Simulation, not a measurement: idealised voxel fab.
Process module under the name voxel capacitor over wiring
Cross-section cut: width 255 nm, square cells of 5 nm.
In this document a cross-section is written as a grid of square cells. It is given as a series of bands, listed from the top down, and a band is one or more rows of cells. The band entry comprises the height of the band's top followed by the height of its bottom, expressed in nm, and subsequently the band's materials from left to right, each stated together with its width in nm. Where a single material is marked with the word "edge to edge", that material fills the band from edge to edge. The word "blank" represents empty space. It should be noted that heights are counted from 0, beneath which the wafer as supplied is of one material throughout, and that the lowest band possesses no lower boundary but continues downward, as written in "0 -> down". With a width like "30 to 40", each row of cells in the band differs from the next by the same amount, the top row carrying the first number and the bottom row the second. What does "nothing got changed" mean for a step? It means no cell of the cross-section changed in that step. You'll see "Enclosed void entries" listing empty spaces that have no way open to the top, as long as they're 8 cells or more; the notation is width x height at distance, where the distance is from the left edge, and all of it is in nm. Past the settings on a step's line: simulator remark, on that step. Steps that use a mask can have "overlay nm" on their line. It says how far the mask sat to the right of where it was meant to be. Negative means to the left. Pairs, read this way: before one process step on the one hand, after it on the other, the after cross-section ending at the lowest band that changed; the step between, settings included, beneath. Same starting wafer throughout, but possibly different runs of this module, so no pair continues from the pair above unless its entry headed "Prior to step" says so.

[Prior to step]
> 0 -> down | Si edge to edge
> Enclosed void entries: none

[Post-Step Geometry]
> 10 -> 0 | SiO2 edge to edge
> Below a height of 0, the structure has not been altered.
> Enclosed void entries: none
Intermediate step for the cross-sections above: CONFORMAL_DEP, material SiO2, thk nm 10

Prior to step: equal to the after panel directly above.

[Post-Step Geometry]
> 15 -> 10 | SiN edge to edge
> Below a height of 10, the structure has not been altered.
> Enclosed void entries: none
Intermediate step for the cross-sections above: CONFORMAL_DEP, material SiN, thk nm 5

Prior to step: equal to the after panel directly above.

[Post-Step Geometry]
> 35 -> 15 | SiO2 edge to edge
> Below a height of 15, the structure has not been altered.
> Enclosed void entries: none
Intermediate step for the cross-sections above: DIRECTIONAL_DEP, material SiO2, thk nm 20

Prior to step: equal to the after panel directly above.

[Post-Step Geometry]
> 50 -> 35 | resist (70), then blank (30), then resist (50), then blank (30), then resist (75)
> Below a height of 35, the structure has not been altered.
> Enclosed void entries: none
Intermediate step for the cross-sections above: PATTERN, tone open, mask id METAL_1, material resist, width nm 30, pitch nm 80, thk nm 15, overlay nm 0

Prior to step: equal to the after panel directly above.

[Post-Step Geometry]
> 50 -> 35 | resist (70), then blank (30), then resist (50), then blank (30), then resist (75)
> 35 -> 15 | SiO2 (70), then blank (30), then SiO2 (50), then blank (30), then SiO2 (75)
> Below a height of 15, the structure has not been altered.
> Enclosed void entries: none
Intermediate step for the cross-sections above: DIRECTIONAL_ETCH, etch materials SiO2, depth nm 20

Prior to step: equal to the after panel directly above.

[Post-Step Geometry]
> 50 -> 35 | resist (70), then blank (30), then resist (50), then blank (30), then resist (75)
> 35 -> 15 | SiO2 (70), then blank (30), then SiO2 (50), then blank (30), then SiO2 (75)
> 15 -> 10 | SiN (70), then blank (30), then SiN (50), then blank (30), then SiN (75)
> Below a height of 10, the structure has not been altered.
> Enclosed void entries: none
Intermediate step for the cross-sections above: DIRECTIONAL_ETCH, etch materials SiN, depth nm 5

Prior to step: equal to the after panel directly above.

[Post-Step Geometry]
> 35 -> 15 | SiO2 (70), then blank (30), then SiO2 (50), then blank (30), then SiO2 (75)
> Below a height of 15, the structure has not been altered.
> Enclosed void entries: none
Intermediate step for the cross-sections above: STRIP, etch materials resist

Prior to step: equal to the after panel directly above.

[Post-Step Geometry]
> 40 -> 35 | TiN (75), then blank (20), then TiN (60), then blank (20), then TiN (80)
> 35 -> 15 | SiO2 (70), then TiN (5), then blank (20), then TiN (5), then SiO2 (50), then TiN (5), then blank (20), then TiN (5), then SiO2 (75)
> 15 -> 10 | SiN (70), then TiN (30), then SiN (50), then TiN (30), then SiN (75)
> Below a height of 10, the structure has not been altered.
> Enclosed void entries: none
Intermediate step for the cross-sections above: CONFORMAL_DEP, material TiN, thk nm 5

Prior to step: equal to the after panel directly above.

[Post-Step Geometry]
> 45 -> 40 | Ru edge to edge
> 40 -> 35 | TiN (75), then Ru (20), then TiN (60), then Ru (20), then TiN (80)
> 35 -> 15 | SiO2 (70), then TiN (5), then Ru (20), then TiN (5), then SiO2 (50), then TiN (5), then Ru (20), then TiN (5), then SiO2 (75)
> Below a height of 15, the structure has not been altered.
> Enclosed void entries: none
Intermediate step for the cross-sections above: FILL_DEP, material Ru, thk nm 5

Prior to step: equal to the after panel directly above.

[Post-Step Geometry]
> 35 -> 15 | SiO2 (70), then TiN (5), then Ru (20), then TiN (5), then SiO2 (50), then TiN (5), then Ru (20), then TiN (5), then SiO2 (75)
> Below a height of 15, the structure has not been altered.
> Enclosed void entries: none
Intermediate step for the cross-sections above: CMP, height nm 35

Prior to step: equal to the after panel directly above.

[Post-Step Geometry]
> 40 -> 35 | blank (65), then Ru (40), then blank (40), then Ru (40), then blank (70)
> Below a height of 35, the structure has not been altered.
> Enclosed void entries: none
Intermediate step for the cross-sections above: EPI, material Ru, thk nm 5

Prior to step: equal to the after panel directly above.

[Post-Step Geometry]
> 45 -> 40 | SiCN edge to edge
> 40 -> 35 | SiCN (65), then Ru (40), then SiCN (40), then Ru (40), then SiCN (70)
> Below a height of 35, the structure has not been altered.
> Enclosed void entries: none
Intermediate step for the cross-sections above: FILL_DEP, material SiCN, thk nm 5

Prior to step: equal to the after panel directly above.

[Post-Step Geometry]
> 55 -> 45 | lowk edge to edge
> Below a height of 45, the structure has not been altered.
> Enclosed void entries: none
Intermediate step for the cross-sections above: DIRECTIONAL_DEP, material lowk, thk nm 10

Prior to step: equal to the after panel directly above.

[Post-Step Geometry]
> 70 -> 55 | resist (85), then blank (15), then resist (155)
> Below a height of 55, the structure has not been altered.
> Enclosed void entries: none
Intermediate step for the cross-sections above: PATTERN, tone open, mask id PLUG_1, material resist, width nm 15, thk nm 15, overlay nm 0

Prior to step: equal to the after panel directly above.

[Post-Step Geometry]
> 70 -> 55 | resist (85), then blank (15), then resist (155)
> 55 -> 45 | lowk (85), then blank (15), then lowk (155)
> Below a height of 45, the structure has not been altered.
> Enclosed void entries: none
Intermediate step for the cross-sections above: DIRECTIONAL_ETCH, etch materials lowk, depth nm 10

Prior to step: equal to the after panel directly above.

[Post-Step Geometry]
> 70 -> 55 | resist (85), then blank (15), then resist (155)
> 55 -> 45 | lowk (85), then blank (15), then lowk (155)
> 45 -> 40 | SiCN (85), then blank (15), then SiCN (155)
> Below a height of 40, the structure has not been altered.
> Enclosed void entries: none
Intermediate step for the cross-sections above: DIRECTIONAL_ETCH, etch materials SiCN, depth nm 5

Prior to step: equal to the after panel directly above.

[Post-Step Geometry]
> 55 -> 45 | lowk (85), then blank (15), then lowk (155)
> Below a height of 45, the structure has not been altered.
> Enclosed void entries: none
Intermediate step for the cross-sections above: STRIP, etch materials resist

Prior to step: equal to the after panel directly above.

[Post-Step Geometry]
> 55 -> 50 | lowk (85), then blank (15), then lowk (155)
> 50 -> 45 | lowk (85), then Ru (15), then lowk (155)
> 45 -> 40 | SiCN (85), then Ru (15), then SiCN (155)
> Below a height of 40, the structure has not been altered.
> Enclosed void entries: none
Intermediate step for the cross-sections above: EPI, material Ru, thk nm 10

Prior to step: equal to the after panel directly above.

[Post-Step Geometry]
> 55 -> 45 | lowk (85), then Ru (15), then lowk (155)
> Below a height of 45, the structure has not been altered.
> Enclosed void entries: none
Intermediate step for the cross-sections above: EPI, material Ru, thk nm 5

Prior to step: equal to the after panel directly above.

[Post-Step Geometry]
> 60 -> 55 | TiN edge to edge
> Below a height of 55, the structure has not been altered.
> Enclosed void entries: none
Intermediate step for the cross-sections above: DIRECTIONAL_DEP, material TiN, thk nm 5

Prior to step: equal to the after panel directly above.

[Post-Step Geometry]
> 65 -> 60 | SiN edge to edge
> Below a height of 60, the structure has not been altered.
> Enclosed void entries: none
Intermediate step for the cross-sections above: DIRECTIONAL_DEP, material SiN, thk nm 5

Prior to step: equal to the after panel directly above.

[Post-Step Geometry]
> 75 -> 65 | TiN edge to edge
> Below a height of 65, the structure has not been altered.
> Enclosed void entries: none
Intermediate step for the cross-sections above: DIRECTIONAL_DEP, material TiN, thk nm 10

Prior to step: equal to the after panel directly above.

[Post-Step Geometry]
> 85 -> 75 | aC edge to edge
> Below a height of 75, the structure has not been altered.
> Enclosed void entries: none
Intermediate step for the cross-sections above: DIRECTIONAL_DEP, material aC, thk nm 10

Prior to step: equal to the after panel directly above.

[Post-Step Geometry]
> 110 -> 85 | blank (85), then resist (55), then blank (115)
> Below a height of 85, the structure has not been altered.
> Enclosed void entries: none
Intermediate step for the cross-sections above: PATTERN, tone cover, mask id UPPER_PLATE, material resist, width nm 55, thk nm 25, overlay nm 0

Prior to step: equal to the after panel directly above.

[Post-Step Geometry]
> 100 -> 85 | blank (85), then resist (55), then blank (115)
> 85 -> 75 | blank (85), then aC (55), then blank (115)
> Below a height of 75, the structure has not been altered.
> Enclosed void entries: none
Intermediate step for the cross-sections above: DIRECTIONAL_ETCH, etch materials aC, depth nm 10

Prior to step: equal to the after panel directly above.

[Post-Step Geometry]
> 85 -> 75 | blank (85), then aC (55), then blank (115)
> Below a height of 75, the structure has not been altered.
> Enclosed void entries: none
Intermediate step for the cross-sections above: STRIP, etch materials resist

Prior to step: equal to the after panel directly above.

[Post-Step Geometry]
> 85 -> 75 | blank (85), then aC (55), then blank (115)
> 75 -> 65 | blank (85), then TiN (55), then blank (115)
> Below a height of 65, the structure has not been altered.
> Enclosed void entries: none
Intermediate step for the cross-sections above: DIRECTIONAL_ETCH, etch materials TiN, depth nm 10

Prior to step: equal to the after panel directly above.

[Post-Step Geometry]
> 85 -> 75 | blank (85), then aC (55), then blank (115)
> 75 -> 65 | blank (85), then TiN (55), then blank (115)
> 65 -> 60 | blank (85), then SiN (55), then blank (115)
> Below a height of 60, the structure has not been altered.
> Enclosed void entries: none
Intermediate step for the cross-sections above: DIRECTIONAL_ETCH, etch materials SiN, depth nm 5

Prior to step: equal to the after panel directly above.

[Post-Step Geometry]
> 75 -> 65 | blank (85), then TiN (55), then blank (115)
> Below a height of 65, the structure has not been altered.
> Enclosed void entries: none
Intermediate step for the cross-sections above: STRIP, etch materials aC

Prior to step: equal to the after panel directly above.

[Post-Step Geometry]
> 95 -> 75 | blank (80), then resist (65), then blank (110)
> 75 -> 65 | blank (80), then resist (5), then TiN (55), then resist (5), then blank (110)
> 65 -> 60 | blank (80), then resist (5), then SiN (55), then resist (5), then blank (110)
> Below a height of 60, the structure has not been altered.
> Enclosed void entries: none
Intermediate step for the cross-sections above: PATTERN, tone cover, mask id LOWER_PLATE, material resist, width nm 65, thk nm 20, overlay nm 0

Prior to step: equal to the after panel directly above.

[Post-Step Geometry]
> 95 -> 75 | blank (80), then resist (65), then blank (110)
> 75 -> 65 | blank (80), then resist (5), then TiN (55), then resist (5), then blank (110)
> 65 -> 60 | blank (80), then resist (5), then SiN (55), then resist (5), then blank (110)
> 60 -> 55 | blank (80), then TiN (65), then blank (110)
> Below a height of 55, the structure has not been altered.
> Enclosed void entries: none
Intermediate step for the cross-sections above: DIRECTIONAL_ETCH, etch materials TiN, depth nm 5

Prior to step: equal to the after panel directly above.

[Post-Step Geometry]
> 75 -> 65 | blank (85), then TiN (55), then blank (115)
> 65 -> 60 | blank (85), then SiN (55), then blank (115)
> Below a height of 60, the structure has not been altered.
> Enclosed void entries: none
Intermediate step for the cross-sections above: STRIP, etch materials resist

Prior to step: equal to the after panel directly above.

[Post-Step Geometry]
> 90 -> 75 | SiO2 edge to edge
> 75 -> 65 | SiO2 (85), then TiN (55), then SiO2 (115)
> 65 -> 60 | SiO2 (85), then SiN (55), then SiO2 (115)
> 60 -> 55 | SiO2 (80), then TiN (65), then SiO2 (110)
> Below a height of 55, the structure has not been altered.
> Enclosed void entries: none
Intermediate step for the cross-sections above: FILL_DEP, material SiO2, thk nm 15

Prior to step: equal to the after panel directly above.

[Post-Step Geometry]
> 85 -> 75 | SiO2 edge to edge
> Below a height of 75, the structure has not been altered.
> Enclosed void entries: none
Intermediate step for the cross-sections above: CMP, height nm 85

Prior to step: equal to the after panel directly above.

[Post-Step Geometry]
> 95 -> 85 | aC edge to edge
> Below a height of 85, the structure has not been altered.
> Enclosed void entries: none
Intermediate step for the cross-sections above: DIRECTIONAL_DEP, material aC, thk nm 10

Prior to step: equal to the after panel directly above.

[Post-Step Geometry]
> 125 -> 95 | resist (95), then blank (15), then resist (145)
> Below a height of 95, the structure has not been altered.
> Enclosed void entries: none
Intermediate step for the cross-sections above: PATTERN, tone open, mask id PLUG_2, material resist, width nm 15, thk nm 30, overlay nm 0

Prior to step: equal to the after panel directly above.

[Post-Step Geometry]
> 115 -> 95 | resist (95), then blank (15), then resist (145)
> 95 -> 85 | aC (95), then blank (15), then aC (145)
> Below a height of 85, the structure has not been altered.
> Enclosed void entries: none
Intermediate step for the cross-sections above: DIRECTIONAL_ETCH, etch materials aC, depth nm 10

Prior to step: equal to the after panel directly above.

[Post-Step Geometry]
> 95 -> 85 | aC (95), then blank (15), then aC (145)
> Below a height of 85, the structure has not been altered.
> Enclosed void entries: none
Intermediate step for the cross-sections above: STRIP, etch materials resist

Prior to step: equal to the after panel directly above.

[Post-Step Geometry]
> 95 -> 85 | aC (95), then blank (15), then aC (145)
> 85 -> 75 | SiO2 (95), then blank (15), then SiO2 (145)
> Below a height of 75, the structure has not been altered.
> Enclosed void entries: none
Intermediate step for the cross-sections above: DIRECTIONAL_ETCH, etch materials SiO2, depth nm 10

Prior to step: equal to the after panel directly above.

[Post-Step Geometry]
> 85 -> 75 | SiO2 (95), then blank (15), then SiO2 (145)
> Below a height of 75, the structure has not been altered.
> Enclosed void entries: none
Intermediate step for the cross-sections above: STRIP, etch materials aC

Prior to step: equal to the after panel directly above.

[Post-Step Geometry]
> 90 -> 85 | TiN (100), then blank (5), then TiN (150)
> 85 -> 80 | SiO2 (95), then TiN (5), then blank (5), then TiN (5), then SiO2 (145)
> 80 -> 75 | SiO2 (95), then TiN (15), then SiO2 (145)
> Below a height of 75, the structure has not been altered.
> Enclosed void entries: none
Intermediate step for the cross-sections above: CONFORMAL_DEP, material TiN, thk nm 5

Prior to step: equal to the after panel directly above.

[Post-Step Geometry]
> 95 -> 90 | Ru edge to edge
> 90 -> 85 | TiN (100), then Ru (5), then TiN (150)
> 85 -> 80 | SiO2 (95), then TiN (5), then Ru (5), then TiN (5), then SiO2 (145)
> Below a height of 80, the structure has not been altered.
> Enclosed void entries: none
Intermediate step for the cross-sections above: FILL_DEP, material Ru, thk nm 5

Prior to step: equal to the after panel directly above.

[Post-Step Geometry]
> 85 -> 80 | SiO2 (95), then TiN (5), then Ru (5), then TiN (5), then SiO2 (145)
> Below a height of 80, the structure has not been altered.
> Enclosed void entries: none
Intermediate step for the cross-sections above: CMP, height nm 85

Prior to step: equal to the after panel directly above.

[Post-Step Geometry]
> 90 -> 85 | SiN edge to edge
> Below a height of 85, the structure has not been altered.
> Enclosed void entries: none
Intermediate step for the cross-sections above: CONFORMAL_DEP, material SiN, thk nm 5

[Prior to step]
> 10 -> 0 | SiO2 edge to edge
> 0 -> down | Si edge to edge
> Enclosed void entries: none

[Post-Step Geometry]
> 30 -> 0 | SiO2 edge to edge
> Below a height of 0, the structure has not been altered.
> Enclosed void entries: none
Intermediate step for the cross-sections above: DIRECTIONAL_DEP, material SiO2, thk nm 20

Prior to step: equal to the after panel directly above.

[Post-Step Geometry]
> 45 -> 30 | resist (70), then blank (30), then resist (50), then blank (30), then resist (75)
> Below a height of 30, the structure has not been altered.
> Enclosed void entries: none
Intermediate step for the cross-sections above: PATTERN, tone open, mask id METAL_1, material resist, width nm 30, pitch nm 80, thk nm 15, overlay nm 0

Prior to step: equal to the after panel directly above.

[Post-Step Geometry]
> 45 -> 30 | resist (70), then blank (30), then resist (50), then blank (30), then resist (75)
> 30 -> 10 | SiO2 (70), then blank (30), then SiO2 (50), then blank (30), then SiO2 (75)
> Below a height of 10, the structure has not been altered.
> Enclosed void entries: none
Intermediate step for the cross-sections above: DIRECTIONAL_ETCH, etch materials SiO2, depth nm 20

Prior to step: equal to the after panel directly above.

[Post-Step Geometry]
> 30 -> 10 | SiO2 (70), then blank (30), then SiO2 (50), then blank (30), then SiO2 (75)
> Below a height of 10, the structure has not been altered.
> Enclosed void entries: none
Intermediate step for the cross-sections above: STRIP, etch materials resist

Prior to step: equal to the after panel directly above.

[Post-Step Geometry]
> 35 -> 30 | TiN (75), then blank (20), then TiN (60), then blank (20), then TiN (80)
> 30 -> 15 | SiO2 (70), then TiN (5), then blank (20), then TiN (5), then SiO2 (50), then TiN (5), then blank (20), then TiN (5), then SiO2 (75)
> 15 -> 10 | SiO2 (70), then TiN (30), then SiO2 (50), then TiN (30), then SiO2 (75)
> Below a height of 10, the structure has not been altered.
> Enclosed void entries: none
Intermediate step for the cross-sections above: CONFORMAL_DEP, material TiN, thk nm 5

Prior to step: equal to the after panel directly above.

[Post-Step Geometry]
> 40 -> 35 | Ru edge to edge
> 35 -> 30 | TiN (75), then Ru (20), then TiN (60), then Ru (20), then TiN (80)
> 30 -> 15 | SiO2 (70), then TiN (5), then Ru (20), then TiN (5), then SiO2 (50), then TiN (5), then Ru (20), then TiN (5), then SiO2 (75)
> Below a height of 15, the structure has not been altered.
> Enclosed void entries: none
Intermediate step for the cross-sections above: FILL_DEP, material Ru, thk nm 5

Prior to step: equal to the after panel directly above.

[Post-Step Geometry]
> 35 -> 30 | TiN (75), then Ru (20), then TiN (60), then Ru (20), then TiN (80)
> Below a height of 30, the structure has not been altered.
> Enclosed void entries: none
Intermediate step for the cross-sections above: CMP, height nm 35

Prior to step: equal to the after panel directly above.

[Post-Step Geometry]
> 40 -> 35 | Ru edge to edge
> Below a height of 35, the structure has not been altered.
> Enclosed void entries: none
Intermediate step for the cross-sections above: EPI, material Ru, thk nm 5

Prior to step: equal to the after panel directly above.

[Post-Step Geometry]
> 45 -> 40 | SiCN edge to edge
> Below a height of 40, the structure has not been altered.
> Enclosed void entries: none
Intermediate step for the cross-sections above: FILL_DEP, material SiCN, thk nm 5

Prior to step: equal to the after panel directly above.

[Post-Step Geometry]
> 55 -> 45 | lowk edge to edge
> Below a height of 45, the structure has not been altered.
> Enclosed void entries: none
Intermediate step for the cross-sections above: DIRECTIONAL_DEP, material lowk, thk nm 10

Prior to step: equal to the after panel directly above.

[Post-Step Geometry]
> 70 -> 55 | resist (85), then blank (15), then resist (155)
> Below a height of 55, the structure has not been altered.
> Enclosed void entries: none
Intermediate step for the cross-sections above: PATTERN, tone open, mask id PLUG_1, material resist, width nm 15, thk nm 15, overlay nm 0

Prior to step: equal to the after panel directly above.

[Post-Step Geometry]
> 70 -> 55 | resist (85), then blank (15), then resist (155)
> 55 -> 45 | lowk (85), then blank (15), then lowk (155)
> Below a height of 45, the structure has not been altered.
> Enclosed void entries: none
Intermediate step for the cross-sections above: DIRECTIONAL_ETCH, etch materials lowk, depth nm 10

Prior to step: equal to the after panel directly above.

[Post-Step Geometry]
> 70 -> 55 | resist (85), then blank (15), then resist (155)
> 55 -> 45 | lowk (85), then blank (15), then lowk (155)
> 45 -> 40 | SiCN (85), then blank (15), then SiCN (155)
> Below a height of 40, the structure has not been altered.
> Enclosed void entries: none
Intermediate step for the cross-sections above: DIRECTIONAL_ETCH, etch materials SiCN, depth nm 5

Prior to step: equal to the after panel directly above.

[Post-Step Geometry]
> 55 -> 45 | lowk (85), then blank (15), then lowk (155)
> Below a height of 45, the structure has not been altered.
> Enclosed void entries: none
Intermediate step for the cross-sections above: STRIP, etch materials resist

Prior to step: equal to the after panel directly above.

[Post-Step Geometry]
> 55 -> 50 | lowk (85), then blank (15), then lowk (155)
> 50 -> 45 | lowk (85), then Ru (15), then lowk (155)
> 45 -> 40 | SiCN (85), then Ru (15), then SiCN (155)
> Below a height of 40, the structure has not been altered.
> Enclosed void entries: none
Intermediate step for the cross-sections above: EPI, material Ru, thk nm 10

Prior to step: equal to the after panel directly above.

[Post-Step Geometry]
> 55 -> 45 | lowk (85), then Ru (15), then lowk (155)
> Below a height of 45, the structure has not been altered.
> Enclosed void entries: none
Intermediate step for the cross-sections above: EPI, material Ru, thk nm 5

Prior to step: equal to the after panel directly above.

[Post-Step Geometry]
> 60 -> 55 | TiN edge to edge
> Below a height of 55, the structure has not been altered.
> Enclosed void entries: none
Intermediate step for the cross-sections above: DIRECTIONAL_DEP, material TiN, thk nm 5

Prior to step: equal to the after panel directly above.

[Post-Step Geometry]
> 65 -> 60 | SiN edge to edge
> Below a height of 60, the structure has not been altered.
> Enclosed void entries: none
Intermediate step for the cross-sections above: DIRECTIONAL_DEP, material SiN, thk nm 5

Prior to step: equal to the after panel directly above.

[Post-Step Geometry]
> 75 -> 65 | TiN edge to edge
> Below a height of 65, the structure has not been altered.
> Enclosed void entries: none
Intermediate step for the cross-sections above: DIRECTIONAL_DEP, material TiN, thk nm 10

Prior to step: equal to the after panel directly above.

[Post-Step Geometry]
> 85 -> 75 | aC edge to edge
> Below a height of 75, the structure has not been altered.
> Enclosed void entries: none
Intermediate step for the cross-sections above: DIRECTIONAL_DEP, material aC, thk nm 10

Prior to step: equal to the after panel directly above.

[Post-Step Geometry]
> 110 -> 85 | blank (85), then resist (55), then blank (115)
> Below a height of 85, the structure has not been altered.
> Enclosed void entries: none
Intermediate step for the cross-sections above: PATTERN, tone cover, mask id UPPER_PLATE, material resist, width nm 55, thk nm 25, overlay nm 0

Prior to step: equal to the after panel directly above.

[Post-Step Geometry]
> 100 -> 85 | blank (85), then resist (55), then blank (115)
> 85 -> 75 | blank (85), then aC (55), then blank (115)
> Below a height of 75, the structure has not been altered.
> Enclosed void entries: none
Intermediate step for the cross-sections above: DIRECTIONAL_ETCH, etch materials aC, depth nm 10

Prior to step: equal to the after panel directly above.

[Post-Step Geometry]
> 85 -> 75 | blank (85), then aC (55), then blank (115)
> Below a height of 75, the structure has not been altered.
> Enclosed void entries: none
Intermediate step for the cross-sections above: STRIP, etch materials resist

Prior to step: equal to the after panel directly above.

[Post-Step Geometry]
> 85 -> 75 | blank (85), then aC (55), then blank (115)
> 75 -> 65 | blank (85), then TiN (55), then blank (115)
> Below a height of 65, the structure has not been altered.
> Enclosed void entries: none
Intermediate step for the cross-sections above: DIRECTIONAL_ETCH, etch materials TiN, depth nm 10

Prior to step: equal to the after panel directly above.

[Post-Step Geometry]
> 85 -> 75 | blank (85), then aC (55), then blank (115)
> 75 -> 65 | blank (85), then TiN (55), then blank (115)
> 65 -> 60 | blank (85), then SiN (55), then blank (115)
> Below a height of 60, the structure has not been altered.
> Enclosed void entries: none
Intermediate step for the cross-sections above: DIRECTIONAL_ETCH, etch materials SiN, depth nm 5

Prior to step: equal to the after panel directly above.

[Post-Step Geometry]
> 75 -> 65 | blank (85), then TiN (55), then blank (115)
> Below a height of 65, the structure has not been altered.
> Enclosed void entries: none
Intermediate step for the cross-sections above: STRIP, etch materials aC

Prior to step: equal to the after panel directly above.

[Post-Step Geometry]
> 95 -> 75 | blank (80), then resist (65), then blank (110)
> 75 -> 65 | blank (80), then resist (5), then TiN (55), then resist (5), then blank (110)
> 65 -> 60 | blank (80), then resist (5), then SiN (55), then resist (5), then blank (110)
> Below a height of 60, the structure has not been altered.
> Enclosed void entries: none
Intermediate step for the cross-sections above: PATTERN, tone cover, mask id LOWER_PLATE, material resist, width nm 65, thk nm 20, overlay nm 0

Prior to step: equal to the after panel directly above.

[Post-Step Geometry]
> 95 -> 75 | blank (80), then resist (65), then blank (110)
> 75 -> 65 | blank (80), then resist (5), then TiN (55), then resist (5), then blank (110)
> 65 -> 60 | blank (80), then resist (5), then SiN (55), then resist (5), then blank (110)
> 60 -> 55 | blank (80), then TiN (65), then blank (110)
> Below a height of 55, the structure has not been altered.
> Enclosed void entries: none
Intermediate step for the cross-sections above: DIRECTIONAL_ETCH, etch materials TiN, depth nm 5

Prior to step: equal to the after panel directly above.

[Post-Step Geometry]
> 75 -> 65 | blank (85), then TiN (55), then blank (115)
> 65 -> 60 | blank (85), then SiN (55), then blank (115)
> Below a height of 60, the structure has not been altered.
> Enclosed void entries: none
Intermediate step for the cross-sections above: STRIP, etch materials resist

Prior to step: equal to the after panel directly above.

[Post-Step Geometry]
> 90 -> 75 | SiO2 edge to edge
> 75 -> 65 | SiO2 (85), then TiN (55), then SiO2 (115)
> 65 -> 60 | SiO2 (85), then SiN (55), then SiO2 (115)
> 60 -> 55 | SiO2 (80), then TiN (65), then SiO2 (110)
> Below a height of 55, the structure has not been altered.
> Enclosed void entries: none
Intermediate step for the cross-sections above: FILL_DEP, material SiO2, thk nm 15

Prior to step: equal to the after panel directly above.

[Post-Step Geometry]
> 85 -> 75 | SiO2 edge to edge
> Below a height of 75, the structure has not been altered.
> Enclosed void entries: none
Intermediate step for the cross-sections above: CMP, height nm 85

Prior to step: equal to the after panel directly above.

[Post-Step Geometry]
> 95 -> 85 | aC edge to edge
> Below a height of 85, the structure has not been altered.
> Enclosed void entries: none
Intermediate step for the cross-sections above: DIRECTIONAL_DEP, material aC, thk nm 10

Prior to step: equal to the after panel directly above.

[Post-Step Geometry]
> 125 -> 95 | resist (95), then blank (15), then resist (145)
> Below a height of 95, the structure has not been altered.
> Enclosed void entries: none
Intermediate step for the cross-sections above: PATTERN, tone open, mask id PLUG_2, material resist, width nm 15, thk nm 30, overlay nm 0

Prior to step: equal to the after panel directly above.

[Post-Step Geometry]
> 115 -> 95 | resist (95), then blank (15), then resist (145)
> 95 -> 85 | aC (95), then blank (15), then aC (145)
> Below a height of 85, the structure has not been altered.
> Enclosed void entries: none
Intermediate step for the cross-sections above: DIRECTIONAL_ETCH, etch materials aC, depth nm 10

Prior to step: equal to the after panel directly above.

[Post-Step Geometry]
> 95 -> 85 | aC (95), then blank (15), then aC (145)
> Below a height of 85, the structure has not been altered.
> Enclosed void entries: none
Intermediate step for the cross-sections above: STRIP, etch materials resist

Prior to step: equal to the after panel directly above.

[Post-Step Geometry]
> 95 -> 85 | aC (95), then blank (15), then aC (145)
> 85 -> 75 | SiO2 (95), then blank (15), then SiO2 (145)
> Below a height of 75, the structure has not been altered.
> Enclosed void entries: none
Intermediate step for the cross-sections above: DIRECTIONAL_ETCH, etch materials SiO2, depth nm 10

Prior to step: equal to the after panel directly above.

[Post-Step Geometry]
> 85 -> 75 | SiO2 (95), then blank (15), then SiO2 (145)
> Below a height of 75, the structure has not been altered.
> Enclosed void entries: none
Intermediate step for the cross-sections above: STRIP, etch materials aC

Prior to step: equal to the after panel directly above.

[Post-Step Geometry]
> 90 -> 85 | TiN (100), then blank (5), then TiN (150)
> 85 -> 80 | SiO2 (95), then TiN (5), then blank (5), then TiN (5), then SiO2 (145)
> 80 -> 75 | SiO2 (95), then TiN (15), then SiO2 (145)
> Below a height of 75, the structure has not been altered.
> Enclosed void entries: none
Intermediate step for the cross-sections above: CONFORMAL_DEP, material TiN, thk nm 5

Prior to step: equal to the after panel directly above.

[Post-Step Geometry]
> 95 -> 90 | Ru edge to edge
> 90 -> 85 | TiN (100), then Ru (5), then TiN (150)
> 85 -> 80 | SiO2 (95), then TiN (5), then Ru (5), then TiN (5), then SiO2 (145)
> Below a height of 80, the structure has not been altered.
> Enclosed void entries: none
Intermediate step for the cross-sections above: FILL_DEP, material Ru, thk nm 5

Prior to step: equal to the after panel directly above.

[Post-Step Geometry]
> 85 -> 80 | SiO2 (95), then TiN (5), then Ru (5), then TiN (5), then SiO2 (145)
> Below a height of 80, the structure has not been altered.
> Enclosed void entries: none
Intermediate step for the cross-sections above: CMP, height nm 85

Prior to step: equal to the after panel directly above.

[Post-Step Geometry]
> 90 -> 85 | SiN edge to edge
> Below a height of 85, the structure has not been altered.
> Enclosed void entries: none
Intermediate step for the cross-sections above: CONFORMAL_DEP, material SiN, thk nm 5

[Prior to step]
> 55 -> 50 | lowk (85), then blank (15), then lowk (155)
> 50 -> 45 | lowk (85), then Ru (15), then lowk (155)
> 45 -> 40 | SiCN (85), then Ru (15), then SiCN (155)
> 40 -> 35 | SiCN (65), then Ru (40), then SiCN (40), then Ru (40), then SiCN (70)
> 35 -> 15 | SiO2 (70), then TiN (5), then Ru (20), then TiN (5), then SiO2 (50), then TiN (5), then Ru (20), then TiN (5), then SiO2 (75)
> 15 -> 10 | SiN (70), then TiN (30), then SiN (50), then TiN (30), then SiN (75)
> 10 -> 0 | SiO2 edge to edge
> 0 -> down | Si edge to edge
> Enclosed void entries: none

[Post-Step Geometry]
> 60 -> 55 | blank (80), then Ru (25), then blank (150)
> 55 -> 45 | lowk (85), then Ru (15), then lowk (155)
> Below a height of 45, the structure has not been altered.
> Enclosed void entries: none
Intermediate step for the cross-sections above: EPI, material Ru, thk nm 10

Prior to step: equal to the after panel directly above.

[Post-Step Geometry]
> 65 -> 55 | blank (75), then Ru (35), then blank (145)
> Below a height of 55, the structure has not been altered.
> Enclosed void entries: none
Intermediate step for the cross-sections above: EPI, material Ru, thk nm 5

Prior to step: equal to the after panel directly above.

[Post-Step Geometry]
> 70 -> 65 | blank (75), then TiN (35), then blank (145)
> 65 -> 60 | blank (75), then Ru (35), then blank (145)
> 60 -> 55 | TiN (75), then Ru (35), then TiN (145)
> Below a height of 55, the structure has not been altered.
> Enclosed void entries: none
Intermediate step for the cross-sections above: DIRECTIONAL_DEP, material TiN, thk nm 5

Prior to step: equal to the after panel directly above.

[Post-Step Geometry]
> 75 -> 70 | blank (75), then SiN (35), then blank (145)
> 70 -> 65 | blank (75), then TiN (35), then blank (145)
> 65 -> 60 | SiN (75), then Ru (35), then SiN (145)
> Below a height of 60, the structure has not been altered.
> Enclosed void entries: none
Intermediate step for the cross-sections above: DIRECTIONAL_DEP, material SiN, thk nm 5

Prior to step: equal to the after panel directly above.

[Post-Step Geometry]
> 85 -> 75 | blank (75), then TiN (35), then blank (145)
> 75 -> 70 | TiN (75), then SiN (35), then TiN (145)
> 70 -> 65 | TiN edge to edge
> Below a height of 65, the structure has not been altered.
> Enclosed void entries: none
Intermediate step for the cross-sections above: DIRECTIONAL_DEP, material TiN, thk nm 10
